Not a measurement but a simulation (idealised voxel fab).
Process module, titled voxel released beams
For reference, the cross-section in this document is cut, with width 255 nm and square cells of 5 nm.
A cross-section is written here as square cells arranged in a grid, and it is given in bands from the top down, each band taking up one or more rows of cells.
In this notation a band is specified by the heights of its top and bottom, in that order and in nm, after which its materials appear from left to right, each paired with its width in nm. The word "all across" attached to a single material means that material fills the band from edge to edge; the word "empty" stands for empty space.
Height reference: 0 = level under which incoming wafer is all one material. Lowest band: no bottom, runs on downward, e.g. "0 down".
Per-row width for "30..40": begins at first number (top row of band), ends at second number (bottom row), increment between rows held constant.
When a step is marked "changes: none", none of the cells in the cross-section changed during that step.
So "Closed void inventory" is basically the list of trapped voids: any empty space of 8 cells or more that can't reach the top through an opening. They're written width x height at distance, the distance being from the left edge, and it's all nm.
Post-settings text on a step line: simulator's own remark regarding the step.
overlay nm: how far to the right of its planned place the mask lay on this masked step (negative: to the left).
Structure of the following material. The material consists of pairs of cross-sections. Each pair comprises the cross-section before one process step and the cross-section after that step, the latter shown only down to the lowest band that changed. The step between the cross-sections is specified beneath each pair, including its settings. Pairs are not necessarily consecutive: they may derive from different runs of this module performed on the same starting wafer. Continuity with the pair above is to be assumed only where the entry headed "Pre-process state" of the pair in question states it.
[Pre-process state]
- 0 down | Si all across
- Closed void inventory: none
[Resulting Cross-Section]
- 5 to 0 | Al2O3 all across
- Everything below 0 is unchanged.
- Closed void inventory: none
Step between the pre-process and post-process cross-sections given above: op CONFORMAL_DEP | material Al2O3 | thk nm 5
Pre-process state: The cross-section prior to this step is the one presented after the step of the pair immediately above.
[Resulting Cross-Section]
- 25 to 5 | SiO2 all across
- Everything below 5 is unchanged.
- Closed void inventory: none
Step between the pre-process and post-process cross-sections given above: op DIRECTIONAL_DEP | material SiO2 | thk nm 20
Pre-process state: The cross-section prior to this step is the one presented after the step of the pair immediately above.
[Resulting Cross-Section]
- 45 to 25 | resist: 70 | empty: 35 | resist: 150
- Everything below 25 is unchanged.
- Closed void inventory: none
Step between the pre-process and post-process cross-sections given above: op PATTERN | tone open | mask id ANCHOR | material resist | width nm 35 | thk nm 20 | overlay nm 0
Pre-process state: The cross-section prior to this step is the one presented after the step of the pair immediately above.
[Resulting Cross-Section]
- 45 to 25 | resist: 70 | empty: 35 | resist: 150
- 25 to 5 | SiO2: 70 | empty: 35 | SiO2: 150
- Everything below 5 is unchanged.
- Closed void inventory: none
Step between the pre-process and post-process cross-sections given above: op DIRECTIONAL_ETCH | etch materials SiO2 | depth nm 20
Pre-process state: The cross-section prior to this step is the one presented after the step of the pair immediately above.
[Resulting Cross-Section]
- 25 to 5 | SiO2: 70 | empty: 35 | SiO2: 150
- Everything below 5 is unchanged.
- Closed void inventory: none
Step between the pre-process and post-process cross-sections given above: op STRIP | etch materials resist
Pre-process state: The cross-section prior to this step is the one presented after the step of the pair immediately above.
[Resulting Cross-Section]
- 40 to 25 | SiN: 85 | empty: 5 | SiN: 165
- 25 to 20 | SiO2: 70 | SiN: 15 | empty: 5 | SiN: 15 | SiO2: 150
- 20 to 5 | SiO2: 70 | SiN: 35 | SiO2: 150
- Everything below 5 is unchanged.
- Closed void inventory: none
Step between the pre-process and post-process cross-sections given above: op CONFORMAL_DEP | material SiN | thk nm 15
Pre-process state: The cross-section prior to this step is the one presented after the step of the pair immediately above.
[Resulting Cross-Section]
- 40 to 25 | empty: 65 | SiN: 20 | empty: 5 | SiN: 95 | empty: 70
- Everything below 25 is unchanged.
- Closed void inventory: none
Step between the pre-process and post-process cross-sections given above: op MASKED_ETCH | tone cover | mask id BEAM | width nm 120 | etch materials SiN | depth nm 15 | overlay nm 0
Pre-process state: The cross-section prior to this step is the one presented after the step of the pair immediately above.
[Resulting Cross-Section]
- 40 to 25 | empty: 65 | SiN: 20 | empty: 5 | SiN: 95 | empty: 70
- 25 to 20 | empty: 70 | SiN: 15 | empty: 5 | SiN: 15 | empty: 150
- 20 to 5 | empty: 70 | SiN: 35 | empty: 150
- Everything below 5 is unchanged.
- Closed void inventory: none
Step between the pre-process and post-process cross-sections given above: op STRIP | etch materials SiO2
[Pre-process state]
- 0 down | Si all across
- Closed void inventory: none
[Resulting Cross-Section]
- 20 to 0 | SiO2 all across
- Everything below 0 is unchanged.
- Closed void inventory: none
Step between the pre-process and post-process cross-sections given above: op DIRECTIONAL_DEP | material SiO2 | thk nm 20
Pre-process state: The cross-section prior to this step is the one presented after the step of the pair immediately above.
[Resulting Cross-Section]
- 40 to 20 | resist: 70 | empty: 35 | resist: 150
- Everything below 20 is unchanged.
- Closed void inventory: none
Step between the pre-process and post-process cross-sections given above: op PATTERN | tone open | mask id ANCHOR | material resist | width nm 35 | thk nm 20 | overlay nm 0
Pre-process state: The cross-section prior to this step is the one presented after the step of the pair immediately above.
[Resulting Cross-Section]
- 40 to 20 | resist: 70 | empty: 35 | resist: 150
- 20 to 0 | SiO2: 70 | empty: 35 | SiO2: 150
- Everything below 0 is unchanged.
- Closed void inventory: none
Step between the pre-process and post-process cross-sections given above: op DIRECTIONAL_ETCH | etch materials SiO2 | depth nm 20
Pre-process state: The cross-section prior to this step is the one presented after the step of the pair immediately above.
[Resulting Cross-Section]
- 20 to 0 | SiO2: 70 | empty: 35 | SiO2: 150
- Everything below 0 is unchanged.
- Closed void inventory: none
Step between the pre-process and post-process cross-sections given above: op STRIP | etch materials resist
Pre-process state: The cross-section prior to this step is the one presented after the step of the pair immediately above.
[Resulting Cross-Section]
- 35 to 20 | SiN: 85 | empty: 5 | SiN: 165
- 20 to 15 | SiO2: 70 | SiN: 15 | empty: 5 | SiN: 15 | SiO2: 150
- 15 to 0 | SiO2: 70 | SiN: 35 | SiO2: 150
- Everything below 0 is unchanged.
- Closed void inventory: none
Step between the pre-process and post-process cross-sections given above: op CONFORMAL_DEP | material SiN | thk nm 15
Pre-process state: The cross-section prior to this step is the one presented after the step of the pair immediately above.
[Resulting Cross-Section]
- 35 to 20 | empty: 65 | SiN: 20 | empty: 5 | SiN: 95 | empty: 70
- Everything below 20 is unchanged.
- Closed void inventory: none
Step between the pre-process and post-process cross-sections given above: op MASKED_ETCH | tone cover | mask id BEAM | width nm 120 | etch materials SiN | depth nm 15 | overlay nm 0
Pre-process state: The cross-section prior to this step is the one presented after the step of the pair immediately above.
[Resulting Cross-Section]
- 35 to 20 | empty: 65 | SiN: 20 | empty: 5 | SiN: 95 | empty: 70
- 20 to 15 | empty: 70 | SiN: 15 | empty: 5 | SiN: 15 | empty: 150
- 15 to 0 | empty: 70 | SiN: 35 | empty: 150
- Everything below 0 is unchanged.
- Closed void inventory: none
Step between the pre-process and post-process cross-sections given above: op STRIP | etch materials SiO2
[Pre-process state]
- 40 to 25 | SiN: 85 | empty: 5 | SiN: 165
- 25 to 20 | SiO2: 70 | SiN: 15 | empty: 5 | SiN: 15 | SiO2: 150
- 20 to 5 | SiO2: 70 | SiN: 35 | SiO2: 150
- 5 to 0 | Al2O3 all across
- 0 down | Si all across
- Closed void inventory: none
[Resulting Cross-Section]
- 55 to 25 | SiN all across
- 25 to 5 | SiO2: 70 | SiN: 35 | SiO2: 150
- Everything below 5 is unchanged.
- Closed void inventory: none
Step between the pre-process and post-process cross-sections given above: op CONFORMAL_DEP | material SiN | thk nm 15
Pre-process state: The cross-section prior to this step is the one presented after the step of the pair immediately above.
[Resulting Cross-Section]
- 55 to 40 | empty: 65 | SiN: 120 | empty: 70
- Everything below 40 is unchanged.
- Closed void inventory: none
Step between the pre-process and post-process cross-sections given above: op MASKED_ETCH | tone cover | mask id BEAM | width nm 120 | etch materials SiN | depth nm 15 | overlay nm 0
[Pre-process state]
- 20 to 0 | SiO2 all across
- 0 down | Si all across
- Closed void inventory: none
[Resulting Cross-Section]
- 25 to 20 | Al2O3 all across
- Everything below 20 is unchanged.
- Closed void inventory: none
Step between the pre-process and post-process cross-sections given above: op CONFORMAL_DEP | material Al2O3 | thk nm 5
Pre-process state: The cross-section prior to this step is the one presented after the step of the pair immediately above.
[Resulting Cross-Section]
- 45 to 25 | resist: 70 | empty: 35 | resist: 150
- Everything below 25 is unchanged.
- Closed void inventory: none
Step between the pre-process and post-process cross-sections given above: op PATTERN | tone open | mask id ANCHOR | material resist | width nm 35 | thk nm 20 | overlay nm 0
Pre-process state: The cross-section prior to this step is the one presented after the step of the pair immediately above.
[Resulting Cross-Section]
- 25 to 20 | Al2O3 all across
- Everything below 20 is unchanged.
- Closed void inventory: none
Step between the pre-process and post-process cross-sections given above: op STRIP | etch materials resist
Pre-process state: The cross-section prior to this step is the one presented after the step of the pair immediately above.
[Resulting Cross-Section]
- 40 to 25 | SiN all across
- Everything below 25 is unchanged.
- Closed void inventory: none
Step between the pre-process and post-process cross-sections given above: op CONFORMAL_DEP | material SiN | thk nm 15
Pre-process state: The cross-section prior to this step is the one presented after the step of the pair immediately above.
[Resulting Cross-Section]
- 40 to 25 | empty: 65 | SiN: 120 | empty: 70
- Everything below 25 is unchanged.
- Closed void inventory: none
Step between the pre-process and post-process cross-sections given above: op MASKED_ETCH | tone cover | mask id BEAM | width nm 120 | etch materials SiN | depth nm 15 | overlay nm 0
[Pre-process state]
- 0 down | Si all across
- Closed void inventory: none
[Resulting Cross-Section]
- 15 to 0 | Al2O3 all across
- Everything below 0 is unchanged.
- Closed void inventory: none
Step between the pre-process and post-process cross-sections given above: op CONFORMAL_DEP | material Al2O3 | thk nm 15
Pre-process state: The cross-section prior to this step is the one presented after the step of the pair immediately above.
[Resulting Cross-Section]
- 35 to 15 | SiO2 all across
- Everything below 15 is unchanged.
- Closed void inventory: none
Step between the pre-process and post-process cross-sections given above: op DIRECTIONAL_DEP | material SiO2 | thk nm 20
Pre-process state: The cross-section prior to this step is the one presented after the step of the pair immediately above.
[Resulting Cross-Section]
- 55 to 35 | resist: 70 | empty: 35 | resist: 150
- Everything below 35 is unchanged.
- Closed void inventory: none
Step between the pre-process and post-process cross-sections given above: op PATTERN | tone open | mask id ANCHOR | material resist | width nm 35 | thk nm 20 | overlay nm 0
Pre-process state: The cross-section prior to this step is the one presented after the step of the pair immediately above.
[Resulting Cross-Section]
- 55 to 35 | resist: 70 | empty: 35 | resist: 150
- 35 to 15 | SiO2: 70 | empty: 35 | SiO2: 150
- Everything below 15 is unchanged.
- Closed void inventory: none
Step between the pre-process and post-process cross-sections given above: op DIRECTIONAL_ETCH | etch materials SiO2 | depth nm 20
Pre-process state: The cross-section prior to this step is the one presented after the step of the pair immediately above.
[Resulting Cross-Section]
- 35 to 15 | SiO2: 70 | empty: 35 | SiO2: 150
- Everything below 15 is unchanged.
- Closed void inventory: none
Step between the pre-process and post-process cross-sections given above: op STRIP | etch materials resist
Pre-process state: The cross-section prior to this step is the one presented after the step of the pair immediately above.
[Resulting Cross-Section]
- 50 to 35 | SiN: 85 | empty: 5 | SiN: 165
- 35 to 30 | SiO2: 70 | SiN: 15 | empty: 5 | SiN: 15 | SiO2: 150
- 30 to 15 | SiO2: 70 | SiN: 35 | SiO2: 150
- Everything below 15 is unchanged.
- Closed void inventory: none
Step between the pre-process and post-process cross-sections given above: op CONFORMAL_DEP | material SiN | thk nm 15
Pre-process state: The cross-section prior to this step is the one presented after the step of the pair immediately above.
[Resulting Cross-Section]
- 50 to 35 | empty: 65 | SiN: 20 | empty: 5 | SiN: 95 | empty: 70
- Everything below 35 is unchanged.
- Closed void inventory: none
Step between the pre-process and post-process cross-sections given above: op MASKED_ETCH | tone cover | mask id BEAM | width nm 120 | etch materials SiN | depth nm 15 | overlay nm 0
Pre-process state: The cross-section prior to this step is the one presented after the step of the pair immediately above.
[Resulting Cross-Section]
- 50 to 35 | empty: 65 | SiN: 20 | empty: 5 | SiN: 95 | empty: 70
- 35 to 30 | empty: 70 | SiN: 15 | empty: 5 | SiN: 15 | empty: 150
- 30 to 15 | empty: 70 | SiN: 35 | empty: 150
- Everything below 15 is unchanged.
- Closed void inventory: none
Step between the pre-process and post-process cross-sections given above: op STRIP | etch materials SiO2
[Pre-process state]
- 25 to 5 | SiO2 all across
- 5 to 0 | Al2O3 all across
- 0 down | Si all across
- Closed void inventory: none
[Resulting Cross-Section]
- 45 to 25 | resist: 75 | empty: 25 | resist: 155
- Everything below 25 is unchanged.
- Closed void inventory: none
Step between the pre-process and post-process cross-sections given above: op PATTERN | tone open | mask id ANCHOR | material resist | width nm 25 | thk nm 20 | overlay nm 0
Pre-process state: The cross-section prior to this step is the one presented after the step of the pair immediately above.
[Resulting Cross-Section]
- 45 to 25 | resist: 75 | empty: 25 | resist: 155
- 25 to 5 | SiO2: 75 | empty: 25 | SiO2: 155
- Everything below 5 is unchanged.
- Closed void inventory: none
Step between the pre-process and post-process cross-sections given above: op DIRECTIONAL_ETCH | etch materials SiO2 | depth nm 20
Pre-process state: The cross-section prior to this step is the one presented after the step of the pair immediately above.
[Resulting Cross-Section]
- 25 to 5 | SiO2: 75 | empty: 25 | SiO2: 155
- Everything below 5 is unchanged.
- Closed void inventory: none
Step between the pre-process and post-process cross-sections given above: op STRIP | etch materials resist
Pre-process state: The cross-section prior to this step is the one presented after the step of the pair immediately above.
[Resulting Cross-Section]
- 40 to 25 | SiN all across
- 25 to 5 | SiO2: 75 | SiN: 25 | SiO2: 155
- Everything below 5 is unchanged.
- Closed void inventory: none
Step between the pre-process and post-process cross-sections given above: op CONFORMAL_DEP | material SiN | thk nm 15
Pre-process state: The cross-section prior to this step is the one presented after the step of the pair immediately above.
[Resulting Cross-Section]
- 40 to 25 | empty: 65 | SiN: 120 | empty: 70
- Everything below 25 is unchanged.
- Closed void inventory: none
Step between the pre-process and post-process cross-sections given above: op MASKED_ETCH | tone cover | mask id BEAM | width nm 120 | etch materials SiN | depth nm 15 | overlay nm 0
Pre-process state: The cross-section prior to this step is the one presented after the step of the pair immediately above.
[Resulting Cross-Section]
- 40 to 25 | empty: 65 | SiN: 120 | empty: 70
- 25 to 5 | empty: 75 | SiN: 25 | empty: 155
- Everything below 5 is unchanged.
- Closed void inventory: none
Step between the pre-process and post-process cross-sections given above: op STRIP | etch materials SiO2
[Pre-process state]
- 25 to 5 | SiO2 all across
- 5 to 0 | Al2O3 all across
- 0 down | Si all across
- Closed void inventory: none
[Resulting Cross-Section]
- 45 to 25 | resist: 65 | empty: 35 | resist: 155
- Everything below 25 is unchanged.
- Closed void inventory: none
Step between the pre-process and post-process cross-sections given above: op PATTERN | tone open | mask id ANCHOR | material resist | width nm 35 | thk nm 20 | overlay nm -5
Pre-process state: The cross-section prior to this step is the one presented after the step of the pair immediately above.
[Resulting Cross-Section]
- 45 to 25 | resist: 65 | empty: 35 | resist: 155
- 25 to 5 | SiO2: 65 | empty: 35 | SiO2: 155
- Everything below 5 is unchanged.
- Closed void inventory: none
Step between the pre-process and post-process cross-sections given above: op DIRECTIONAL_ETCH | etch materials SiO2 | depth nm 20
Pre-process state: The cross-section prior to this step is the one presented after the step of the pair immediately above.
[Resulting Cross-Section]
- 25 to 5 | SiO2: 65 | empty: 35 | SiO2: 155
- Everything below 5 is unchanged.
- Closed void inventory: none
Step between the pre-process and post-process cross-sections given above: op STRIP | etch materials resist
Pre-process state: The cross-section prior to this step is the one presented after the step of the pair immediately above.
[Resulting Cross-Section]
- 40 to 25 | SiN: 80 | empty: 5 | SiN: 170
- 25 to 20 | SiO2: 65 | SiN: 15 | empty: 5 | SiN: 15 | SiO2: 155
- 20 to 5 | SiO2: 65 | SiN: 35 | SiO2: 155
- Everything below 5 is unchanged.
- Closed void inventory: none
Step between the pre-process and post-process cross-sections given above: op CONFORMAL_DEP | material SiN | thk nm 15
Pre-process state: The cross-section prior to this step is the one presented after the step of the pair immediately above.
[Resulting Cross-Section]
- 40 to 25 | empty: 65 | SiN: 15 | empty: 5 | SiN: 100 | empty: 70
- Everything below 25 is unchanged.
- Closed void inventory: none
Step between the pre-process and post-process cross-sections given above: op MASKED_ETCH | tone cover | mask id BEAM | width nm 120 | etch materials SiN | depth nm 15 | overlay nm 0
Pre-process state: The cross-section prior to this step is the one presented after the step of the pair immediately above.
[Resulting Cross-Section]
- 40 to 25 | empty: 65 | SiN: 15 | empty: 5 | SiN: 100 | empty: 70
- 25 to 20 | empty: 65 | SiN: 15 | empty: 5 | SiN: 15 | empty: 155
- 20 to 5 | empty: 65 | SiN: 35 | empty: 155
- Everything below 5 is unchanged.
- Closed void inventory: none
Step between the pre-process and post-process cross-sections given above: op STRIP | etch materials SiO2
[Pre-process state]
- 40 to 25 | empty: 65 | SiN: 20 | empty: 5 | SiN: 95 | empty: 70
- 25 to 20 | SiO2: 70 | SiN: 15 | empty: 5 | SiN: 15 | SiO2: 150
- 20 to 5 | SiO2: 70 | SiN: 35 | SiO2: 150
- 5 to 0 | Al2O3 all across
- 0 down | Si all across
- Closed void inventory: none
[Resulting Cross-Section]
- 25 to 5 | SiO2: 70 | empty: 35 | SiO2: 150
- Everything below 5 is unchanged.
- Closed void inventory: none
Step between the pre-process and post-process cross-sections given above: op STRIP | etch materials SiN
[Pre-process state]
- 40 to 25 | SiN: 85 | empty: 5 | SiN: 165
- 25 to 20 | SiO2: 70 | SiN: 15 | empty: 5 | SiN: 15 | SiO2: 150
- 20 to 5 | SiO2: 70 | SiN: 35 | SiO2: 150
- 5 to 0 | Al2O3 all across
- 0 down | Si all across
- Closed void inventory: none
[Resulting Cross-Section]
- 40 to 25 | SiN: 65 | empty: 120 | SiN: 70
- 25 to 5 | SiO2: 70 | SiN: 15 | empty: 5 | SiN: 15 | SiO2: 150
- Everything below 5 is unchanged.
- Closed void inventory: none
Step between the pre-process and post-process cross-sections given above: op MASKED_ETCH | tone open | mask id BEAM | width nm 120 | etch materials SiN | depth nm 15 | overlay nm 0
Pre-process state: The cross-section prior to this step is the one presented after the step of the pair immediately above.
[Resulting Cross-Section]
- 25 to 5 | empty: 70 | SiN: 15 | empty: 5 | SiN: 15 | empty: 150
- Everything below 5 is unchanged.
- Closed void inventory: none
Step between the pre-process and post-process cross-sections given above: op STRIP | etch materials SiO2
